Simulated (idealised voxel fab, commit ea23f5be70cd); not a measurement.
The document below concerns the process module designated voxel self aligned vias.
Section shown: cut. Width: 165 nm. Cell size: 5 nm, square.
A cross-section is written here as square cells arranged in a grid, and it is given in bands from the top down, each band taking up one or more rows of cells. Within each band entry, the heights of the top and of the bottom of the band appear first, in that order and in nm; the materials of the band then follow from left to right, each with its corresponding width in nm. The designation "all across" on a single material indicates that it fills the band from edge to edge; the designation "blank" indicates empty space. Height is counted from the level 0, under which the received wafer is composed throughout of one material. The lowest of the bands is not closed at the bottom but continues downward, in the notation "0 down". A width such as "30..40" changes by the same amount from each row of cells to the next, from the band's top row to its bottom row. "remained unchanged" means the step left every cell of the cross-section as it was. Listed in "Enclosed internal cavities": every empty space of 8 or more cells without an open way to the top. Form: width x height at distance, the distance being from the left edge, all in nm. What comes after the settings on a step's line is commentary from the simulator itself on that step. overlay nm: step with mask; distance mask lay right of planned place; negative value = left of planned place.

## plan
1,RECEIVE with material Si
2,CONFORMAL_DEP with material SiO2, thk nm 10
3,CONFORMAL_DEP with material SiCN, thk nm 5
4,DIRECTIONAL_DEP with material lowk, thk nm 25
5,PATTERN with tone open, mask id LINES, material resist, width nm 20, pitch nm 70, thk nm 15, overlay nm 0
6,DIRECTIONAL_ETCH with etch materials lowk, depth nm 25
7,STRIP with etch materials resist
8,CONFORMAL_DEP with material TiN, thk nm 5
9,FILL_DEP with material Ru, thk nm 10
10,CMP with height nm 40
11,SELECTIVE_ETCH with etch materials W Ru TiN, depth nm 10
12,FILL_DEP with material SiN, thk nm 10
13,CMP with height nm 40
14,DIRECTIONAL_DEP with material lowk, thk nm 20
15,MASKED_ETCH with tone open, mask id VIAS, width nm 40, etch materials lowk, depth nm 20, overlay nm 0
16,MASKED_ETCH with tone open, mask id VIAS, width nm 40, etch materials SiN, depth nm 10, overlay nm 0
17,CONFORMAL_DEP with material TiN, thk nm 5
18,FILL_DEP with material Ru, thk nm 5
19,CMP with height nm 60
20,CONFORMAL_DEP with material SiCN, thk nm 5

## So this is the incoming wafer in cross-section - it's already been through step 1
  0 down = Si all across
  Enclosed internal cavities: none

## First of two wafers, end-of-module section, run followed plan
  65 to 60 = SiCN all across
  60 to 45 = 25 of lowk / 5 of TiN / 30 of Ru / 5 of TiN / 100 of lowk
  45 to 40 = 25 of lowk / 15 of TiN / 10 of Ru / 15 of TiN / 100 of lowk
  40 to 35 = 35 of lowk / 5 of TiN / 10 of Ru / 5 of TiN / 50 of lowk / 20 of SiN / 40 of lowk
  35 to 30 = 35 of lowk / 20 of TiN / 50 of lowk / 20 of SiN / 40 of lowk
  30 to 20 = 35 of lowk / 5 of TiN / 10 of Ru / 5 of TiN / 50 of lowk / 5 of TiN / 10 of Ru / 5 of TiN / 40 of lowk
  20 to 15 = 35 of lowk / 20 of TiN / 50 of lowk / 20 of TiN / 40 of lowk
  15 to 10 = SiCN all across
  10 to 0 = SiO2 all across
  0 down = Si all across
  Enclosed internal cavities: none

## Cross-sectional view: second of two wafers, end of module; start and plan identical to the first, one mistake in running
  65 to 60 = SiCN all across
  60 to 40 = 25 of lowk / 5 of TiN / 30 of Ru / 5 of TiN / 100 of lowk
  40 to 35 = 25 of SiN / 5 of TiN / 30 of Ru / 5 of TiN / 100 of SiN
  35 to 30 = 25 of SiN / 40 of TiN / 100 of SiN
  30 to 20 = 35 of lowk / 20 of SiN / 50 of lowk / 20 of SiN / 40 of lowk
  20 to 15 = 35 of lowk / 20 of TiN / 50 of lowk / 20 of TiN / 40 of lowk
  15 to 10 = SiCN all across
  10 to 0 = SiO2 all across
  0 down = Si all across
  Enclosed internal cavities: none
Diagnosis: step 10: run off-plan, actual operation and settings CMP with height nm 30
Per the end-of-run cell counts, the second wafer holds more or fewer of some materials than the first: 58 more of SiN; 8 fewer of TiN; 50 fewer of lowk
